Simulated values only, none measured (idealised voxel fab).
The process module presented herein is designated voxel gate over fins.
Square cells of 5 nm make up the cross-section cut, whose width is 250 nm.
Cross-section format: a grid of square cells, given as bands from top to bottom; each band is one or more rows of cells.
Within each band entry, the heights of the top and of the bottom of the band appear first, in that order and in nm; the materials of the band then follow from left to right, each with its corresponding width in nm. The designation "all across" on a single material indicates that it fills the band from edge to edge; the designation "empty" indicates empty space.
Heads up on the height convention: 0 is the point under which the incoming wafer is all one material, and the lowest band has no bottom, it just keeps going down, like "0 nm and below".
You'd read "30->40" like this: the band's top row of cells is as wide as the first number, its bottom row is as wide as the second, and going down, every row changes width by the same amount as the row before did.
"nothing different" (step): cross-section cells unchanged, all of them.
Heads up: "Closed void inventory" only lists the empty pockets with no open path to the top that are 8 cells or more, and it writes them as width x height at distance, distance from the left edge, in nm.
Note: text after step settings on the step line = simulator remark on that step.
Each step line may optionally specify "overlay nm", which for a step with a mask gives the rightward distance between the mask's planned place and where it lay, a negative value indicating the leftward direction.
Process steps (planned):
1 op RECEIVE | material Si
2 op CONFORMAL_DEP | material SiN | thk nm 10
3 op DIRECTIONAL_DEP | material aC | thk nm 15
4 op PATTERN | tone cover | mask id FINS | material resist | width nm 15 | pitch nm 35 | thk nm 35 | overlay nm 0
5 op DIRECTIONAL_ETCH | etch materials aC | depth nm 15
6 op STRIP | etch materials resist
7 op DIRECTIONAL_ETCH | etch materials SiN | depth nm 10
8 op DIRECTIONAL_ETCH | etch materials Si | depth nm 30
9 op STRIP | etch materials aC
10 op OXIDIZE | depth nm 5
11 op FILL_DEP | material SiO2 | thk nm 5
12 op CMP | height nm 10
13 op SELECTIVE_ETCH | etch materials SiO2 | depth nm 25
14 op STRIP | etch materials SiN
15 op CONFORMAL_DEP | material HfO2 | thk nm 5
16 op CONFORMAL_DEP | material TiN | thk nm 5
17 op FILL_DEP | material W | thk nm 15
18 op CMP | height nm 20
19 op CONFORMAL_DEP | material SiCN | thk nm 5
Delivered wafer in cross-section: state after step 1:
* 0 nm and below | Si all across
* Closed void inventory: none
first wafer at the end, as planned:
* 25 nm to 20 nm | SiCN all across
* 20 nm to 10 nm | W all across
* 10 nm to 5 nm | W 95, then TiN 25, then W 10, then TiN 25, then W 95
* 5 nm to 0 nm | W 95, then TiN 5, then HfO2 15, then TiN 5, then W 10, then TiN 5, then HfO2 15, then TiN 5, then W 95
* 0 nm to -5 nm | W 95, then TiN 5, then HfO2 5, then Si 5, then HfO2 5, then TiN 5, then W 10, then TiN 5, then HfO2 5, then Si 5, then HfO2 5, then TiN 5, then W 95
* -5 nm to -10 nm | TiN 100, then HfO2 5, then Si 5, then HfO2 5, then TiN 20, then HfO2 5, then Si 5, then HfO2 5, then TiN 100
* -10 nm to -15 nm | HfO2 105, then Si 5, then HfO2 30, then Si 5, then HfO2 105
* -15 nm to -35 nm | SiO2 105, then Si 5, then SiO2 30, then Si 5, then SiO2 105
* -35 nm and below | Si all across
* Closed void inventory: none
Second wafer of the two, sectioned at the end of the module. It began like the first and followed the same plan, but one mistake was made while running it:
* 25 nm to 20 nm | SiCN all across
* 20 nm to 10 nm | W all across
* 10 nm to 5 nm | W 95, then TiN 30, then W 5, then TiN 30, then W 90
* 5 nm to 0 nm | W 95, then TiN 5, then HfO2 20, then TiN 5, then W 5, then TiN 5, then HfO2 20, then TiN 5, then W 90
* 0 nm to -5 nm | W 95, then TiN 5, then HfO2 5, then Si 10, then HfO2 5, then TiN 5, then W 5, then TiN 5, then HfO2 5, then Si 10, then HfO2 5, then TiN 5, then W 90
* -5 nm to -10 nm | TiN 100, then HfO2 5, then Si 10, then HfO2 5, then TiN 15, then HfO2 5, then Si 10, then HfO2 5, then TiN 95
* -10 nm to -15 nm | HfO2 105, then Si 10, then HfO2 25, then Si 10, then HfO2 100
* -15 nm to -35 nm | SiO2 105, then Si 10, then SiO2 25, then Si 10, then SiO2 100
* -35 nm and below | Si all across
* Closed void inventory: none
Against the plan, the run slipped here: step 4 ran with different settings than intended, the actual operation and settings being op PATTERN | tone cover | mask id FINS | material resist | width nm 20 | pitch nm 35 | thk nm 35 | overlay nm 0
Final wafer comparison in cells, second versus first, more or fewer per material: Si +14; SiO2 -8; W -6
